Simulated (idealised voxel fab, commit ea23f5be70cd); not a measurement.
process module | voxel plated lines
cross-section cut | 290 nm wide | cells 5 nm
A cross-section is a grid of square cells, given in bands from the top down. A band is one or more rows of cells.
Each band's line starts with the height of the band's top and of its bottom, in nm. Then come its materials from left to right, each with its width in nm. One material with "throughout" fills the band from edge to edge. "air" is empty space.
Height 0 is the level under which the wafer as received is all one material. The lowest band goes on downwards, as in "0 down".
A width such as "30 to 40" changes by the same amount from each row of cells to the next, from the band's top row to its bottom row.
"no change" after a step means that no cell of the cross-section changed.
closed voids: empty space of 8 cells or more with no open way to the top, each as width x height at its distance from the left edge, in nm
after a step's settings: what the simulator itself notes on the step
overlay nm, on a step with a mask: how far to the right of its planned place the mask lay; to the left if negative
plan
1 op RECEIVE | material Si
2 op CONFORMAL_DEP | material SiN | thk nm 5
3 op DIRECTIONAL_DEP | material TiN | thk nm 5
4 op PATTERN | tone open | mask id LINES | material resist | width nm 15 | pitch nm 40 | thk nm 30 | overlay nm 0
5 op EPI | material Ru | thk nm 10
6 op EPI | material Ru | thk nm 10
7 op STRIP | etch materials resist
8 op DIRECTIONAL_ETCH | etch materials TiN | depth nm 5
9 op CONFORMAL_DEP | material SiO2 | thk nm 5
first wafer, as planned
as received, after step 1
  0 down: Si throughout
  closed voids: none
after step 2
  5 to 0: SiN throughout
  below 0: unchanged
after step 3
  10 to 5: TiN throughout
  below 5: unchanged
after step 4
  40 to 10: resist 115 | air 15 | resist 25 | air 15 | resist 120
  below 10: unchanged
after step 5
  40 to 20: resist 115 | air 15 | resist 25 | air 15 | resist 120
  20 to 10: resist 115 | Ru 15 | resist 25 | Ru 15 | resist 120
  below 10: unchanged
after step 6
  40 to 30: resist 115 | air 15 | resist 25 | air 15 | resist 120
  30 to 10: resist 115 | Ru 15 | resist 25 | Ru 15 | resist 120
  below 10: unchanged
after step 7
  30 to 10: air 115 | Ru 15 | air 25 | Ru 15 | air 120
  below 10: unchanged
after step 8
  30 to 10: air 115 | Ru 15 | air 25 | Ru 15 | air 120
  10 to 5: air 115 | TiN 15 | air 25 | TiN 15 | air 120
  below 5: unchanged
after step 9
  35 to 30: air 110 | SiO2 25 | air 15 | SiO2 25 | air 115
  30 to 10: air 110 | SiO2 5 | Ru 15 | SiO2 5 | air 15 | SiO2 5 | Ru 15 | SiO2 5 | air 115
  10 to 5: SiO2 115 | TiN 15 | SiO2 25 | TiN 15 | SiO2 120
  below 5: unchanged
second wafer: like start, like plan, one mistake. Through step 3 it matches the first wafer
when step 4 should have ended
  40 to 10: resist 110 | air 25 | resist 15 | air 25 | resist 115
  below 10: unchanged
when step 5 should have ended
  40 to 20: resist 110 | air 25 | resist 15 | air 25 | resist 115
  20 to 10: resist 110 | Ru 25 | resist 15 | Ru 25 | resist 115
  below 10: unchanged
when step 6 should have ended
  40 to 30: resist 110 | air 25 | resist 15 | air 25 | resist 115
  30 to 10: resist 110 | Ru 25 | resist 15 | Ru 25 | resist 115
  below 10: unchanged
when step 7 should have ended
  30 to 10: air 110 | Ru 25 | air 15 | Ru 25 | air 115
  below 10: unchanged
when step 8 should have ended
  30 to 10: air 110 | Ru 25 | air 15 | Ru 25 | air 115
  10 to 5: air 110 | TiN 25 | air 15 | TiN 25 | air 115
  below 5: unchanged
when step 9 should have ended
  35 to 30: air 105 | SiO2 35 | air 5 | SiO2 35 | air 110
  30 to 10: air 105 | SiO2 5 | Ru 25 | SiO2 5 | air 5 | SiO2 5 | Ru 25 | SiO2 5 | air 110
  10 to 5: SiO2 110 | TiN 25 | SiO2 15 | TiN 25 | SiO2 115
  below 5: unchanged
what went wrong: step 4 ran as: op PATTERN | tone open | mask id LINES | material resist | width nm 25 | pitch nm 40 | thk nm 30 | overlay nm 0
at the end the second wafer has, in cells: 16 more of Ru | 4 more of TiN
